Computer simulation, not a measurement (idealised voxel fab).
Title: Process Module voxel double patterning
Cross-section cut spans 175 nm and uses square cells 5 nm in size.
Notation: cross-section as square-cell grid; stated in bands, top first, going down; one or more cell rows per band. The entry gives the band's vertical extent as a top height and a bottom height in nm, then its horizontal make-up as materials from left to right, each with a width in nm. "empty" stands for empty space; a single material marked "throughout" fills the band edge to edge. Height is counted from the level 0, under which the received wafer is composed throughout of one material. The lowest of the bands is not closed at the bottom but continues downward, in the notation "z 0 and below". The width entry "30->40" should be interpreted row by row: the top row of cells in the band takes the first number, the bottom row takes the second number, and the change between adjacent rows is uniform throughout. A step reported as "stayed the same" is a step in which no cell of the cross-section changed. Enclosed voids (no open way to top), threshold 8 cells or more, entry "Fully enclosed voids", notation width x height at distance, distance from left edge, nm. On each step's line, the part that comes after the settings is the simulator's own comment on the step. Steps that use a mask can have "overlay nm" on their line. It says how far the mask sat to the right of where it was meant to be. Negative means to the left.
-- plan
- 1: RECEIVE (material Si)
- 2: CONFORMAL_DEP (material SiN; thk nm 10)
- 3: DIRECTIONAL_DEP (material SiO2; thk nm 10)
- 4: DIRECTIONAL_DEP (material SiCN; thk nm 5)
- 5: DIRECTIONAL_DEP (material aC; thk nm 10)
- 6: PATTERN (tone open; mask id FIRST; material resist; width nm 15; pitch nm 50; thk nm 30; overlay nm 0)
- 7: DIRECTIONAL_ETCH (etch materials aC; depth nm 10)
- 8: STRIP (etch materials resist)
- 9: DIRECTIONAL_ETCH (etch materials SiCN; depth nm 5)
- 10: STRIP (etch materials aC)
- 11: MASKED_ETCH (tone open; mask id SECOND; width nm 15; etch materials SiCN; depth nm 5; overlay nm 0)
- 12: DIRECTIONAL_ETCH (etch materials SiO2; depth nm 10)
- 13: STRIP (etch materials SiCN)
-- Wafer as received: cross-section following step 1
    z 0 and below | Si throughout
    Fully enclosed voids: none
-- Cross-section, end of module. Start: as above. Plan: as above. Execution: one mistake
    z 10 to 0 | 55 nm SiO2; 15 nm empty; 10 nm SiO2; 15 nm empty; 10 nm SiO2; 15 nm empty; 55 nm SiO2
    z 0 and below | Si throughout
    Fully enclosed voids: none
Which mistake was made when the wafer was run? plan step 2 was not performed, having been skipped
